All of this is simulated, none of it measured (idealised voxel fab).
process module | voxel fin reveal
cross-section cut | 205 nm wide | cells 5 nm
A cross-section is a grid of square cells, given in bands from the top down. A band is one or more rows of cells.
Each band's line starts with the height of the band's top and of its bottom, in nm. Then come its materials from left to right, each with its width in nm. One material with "throughout" fills the band from edge to edge. "air" is empty space.
Height 0 is the level under which the wafer as received is all one material. The lowest band goes on downwards, as in "0 down".
A width such as "30 to 40" changes by the same amount from each row of cells to the next, from the band's top row to its bottom row.
"no change" after a step means that no cell of the cross-section changed.
closed voids: empty space of 8 cells or more with no open way to the top, each as width x height at its distance from the left edge, in nm
after a step's settings: what the simulator itself notes on the step
overlay nm, on a step with a mask: how far to the right of its planned place the mask lay; to the left if negative
plan
1 op RECEIVE | material Si
2 op CONFORMAL_DEP | material SiN | thk nm 5
3 op DIRECTIONAL_DEP | material aC | thk nm 10
4 op PATTERN | tone cover | mask id FINS | material resist | width nm 15 | pitch nm 45 | thk nm 30 | overlay nm 0
5 op DIRECTIONAL_ETCH | etch materials aC | depth nm 10
6 op STRIP | etch materials resist
7 op DIRECTIONAL_ETCH | etch materials SiN | depth nm 5
8 op DIRECTIONAL_ETCH | etch materials Si | depth nm 35
9 op STRIP | etch materials aC
10 op FILL_DEP | material SiO2 | thk nm 15
11 op CMP | height nm 5
12 op SELECTIVE_ETCH | etch materials SiO2 | depth nm 15
13 op STRIP | etch materials SiN
14 op CONFORMAL_DEP | material HfO2 | thk nm 5
as received, after step 1
  0 down: Si throughout
  closed voids: none
a wafer at the end: this start, this plan, one mistake
  5 to 0: air 40 | HfO2 35 | air 10 | HfO2 35 | air 10 | HfO2 35 | air 40
  0 to -5: air 40 | HfO2 5 | Si 25 | HfO2 5 | air 10 | HfO2 5 | Si 25 | HfO2 5 | air 10 | HfO2 5 | Si 25 | HfO2 5 | air 40
  -5 to -10: HfO2 45 | Si 25 | HfO2 20 | Si 25 | HfO2 20 | Si 25 | HfO2 45
  -10 to -35: SiO2 45 | Si 25 | SiO2 20 | Si 25 | SiO2 20 | Si 25 | SiO2 45
  -35 down: Si throughout
  closed voids: none
what went wrong: step 4 ran as: op PATTERN | tone cover | mask id FINS | material resist | width nm 25 | pitch nm 45 | thk nm 30 | overlay nm 0
